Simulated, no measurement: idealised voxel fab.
Process module under the name voxel self aligned contacts
The cross-section on display is named cut; it measures 200 nm wide, and its cells are 5 nm squares.
Cross-section spec: square-cell grid; bands listed top down; each band is one or more rows.
In this notation a band is specified by the heights of its top and bottom, in that order and in nm, after which its materials appear from left to right, each paired with its width in nm. The word "edge to edge" attached to a single material means that material fills the band from edge to edge; the word "empty" stands for empty space.
All heights in this document are referenced to 0, defined as the level beneath which the wafer, as received, consists entirely of one material. The lowest band is not bounded below; it extends indefinitely downward and is written in the form "from 0 down".
Width spec "30..40" -> top row of cells at first value, bottom row at second value, equal per-row change in between.
It should be understood that the words "nothing got changed", when stated for a given step, signify that the cross-section underwent no change in any of its cells during that step.
This entry, "Enclosed void inventory", enumerates those empty regions of no fewer than 8 cells that possess no open connection to the top. Each region is reported in the form width x height at distance, the distance being taken from the left edge, with all three quantities expressed in nm.
Where a step's line continues beyond its settings, the continuation is a remark by the simulator itself on that step.
On any step carrying a mask, the "overlay nm" setting, if present on the step's line, tells how far right of its planned place the mask lay; negative values point to the left.
## The planned process steps are enumerated hereunder
1) RECEIVE,material Si
2) OXIDIZE,depth nm 5
3) DIRECTIONAL_DEP,material polySi,thk nm 30
4) DIRECTIONAL_DEP,material SiN,thk nm 15
5) MASKED_ETCH,tone cover,mask id GATE,width nm 35,pitch nm 60,etch materials SiN,depth nm 15,overlay nm 0
6) MASKED_ETCH,tone cover,mask id GATE,width nm 35,pitch nm 60,etch materials polySi,depth nm 30,overlay nm 0
7) CONFORMAL_DEP,material SiN,thk nm 5
8) DIRECTIONAL_ETCH,etch materials SiN,depth nm 5
9) FILL_DEP,material SiO2,thk nm 20
10) CMP,height nm 55
11) MASKED_ETCH,tone open,mask id CONTACT,width nm 25,pitch nm 60,etch materials SiO2,depth nm 60,overlay nm 0
12) CONFORMAL_DEP,material TiN,thk nm 5
13) FILL_DEP,material W,thk nm 10
14) CMP,height nm 55
15) CONFORMAL_DEP,material SiN,thk nm 5
Quick note for whoever runs this: the wafers start identical, but the width nm at step 11 isn't the same across them. The plan just shows what the first wafer had.
## Step 1 complete: as-received cross-section of the first of several wafers
- from 0 down  Si edge to edge
- Enclosed void inventory: none
## Cross-section after step 15, the final step of the module, for the first of several wafers
- from 60 to 55  SiN edge to edge
- from 55 to 45  SiO2 55 nm  TiN 5..10 nm  W 15..5 nm  TiN 5..10 nm  SiO2 35 nm  TiN 5..10 nm  W 15..5 nm  TiN 5..10 nm  SiO2 60 nm
- from 45 to 30  SiO2 15 nm  SiN 45 nm  TiN 5 nm  W 5 nm  TiN 5 nm  SiN 45 nm  TiN 5 nm  W 5 nm  TiN 5 nm  SiN 45 nm  SiO2 20 nm
- from 30 to 0  SiO2 15 nm  SiN 5 nm  polySi 35 nm  SiN 5 nm  TiN 5 nm  W 5 nm  TiN 5 nm  SiN 5 nm  polySi 35 nm  SiN 5 nm  TiN 5 nm  W 5 nm  TiN 5 nm  SiN 5 nm  polySi 35 nm  SiN 5 nm  SiO2 20 nm
- from 0 to -5  SiO2 60 nm  TiN 15 nm  SiO2 45 nm  TiN 15 nm  SiO2 65 nm
- from -5 down  Si edge to edge
- Enclosed void inventory: none
## End of module, last wafer sectioned
- from 60 to 55  SiN edge to edge
- from 55 to 45  SiO2 45 nm  TiN 5..20 nm  W 35..5 nm  TiN 5..20 nm  SiO2 15 nm  TiN 5..20 nm  W 35..5 nm  TiN 5..20 nm  SiO2 50 nm
- from 45 to 30  SiO2 15 nm  SiN 45 nm  TiN 5 nm  W 5 nm  TiN 5 nm  SiN 45 nm  TiN 5 nm  W 5 nm  TiN 5 nm  SiN 45 nm  SiO2 20 nm
- from 30 to 0  SiO2 15 nm  SiN 5 nm  polySi 35 nm  SiN 5 nm  TiN 5 nm  W 5 nm  TiN 5 nm  SiN 5 nm  polySi 35 nm  SiN 5 nm  TiN 5 nm  W 5 nm  TiN 5 nm  SiN 5 nm  polySi 35 nm  SiN 5 nm  SiO2 20 nm
- from 0 to -5  SiO2 60 nm  TiN 15 nm  SiO2 45 nm  TiN 15 nm  SiO2 65 nm
- from -5 down  Si edge to edge
- Enclosed void inventory: none
## Take any row and you have a wafer at the end of the module: how many cells of each material it has gained (+) or lost (-) since it was received, and then its closed voids
width nm 25, -40 Si, +157 SiN, +157 SiO2, +54 TiN, +26 W, +126 polySi, Enclosed void inventory: none
width nm 30, -40 Si, +157 SiN, +153 SiO2, +56 TiN, +28 W, +126 polySi, Enclosed void inventory: none
width nm 35, -40 Si, +157 SiN, +149 SiO2, +58 TiN, +30 W, +126 polySi, Enclosed void inventory: none
width nm 40, -40 Si, +157 SiN, +145 SiO2, +60 TiN, +32 W, +126 polySi, Enclosed void inventory: none
width nm 45, -40 Si, +157 SiN, +141 SiO2, +62 TiN, +34 W, +126 polySi, Enclosed void inventory: none
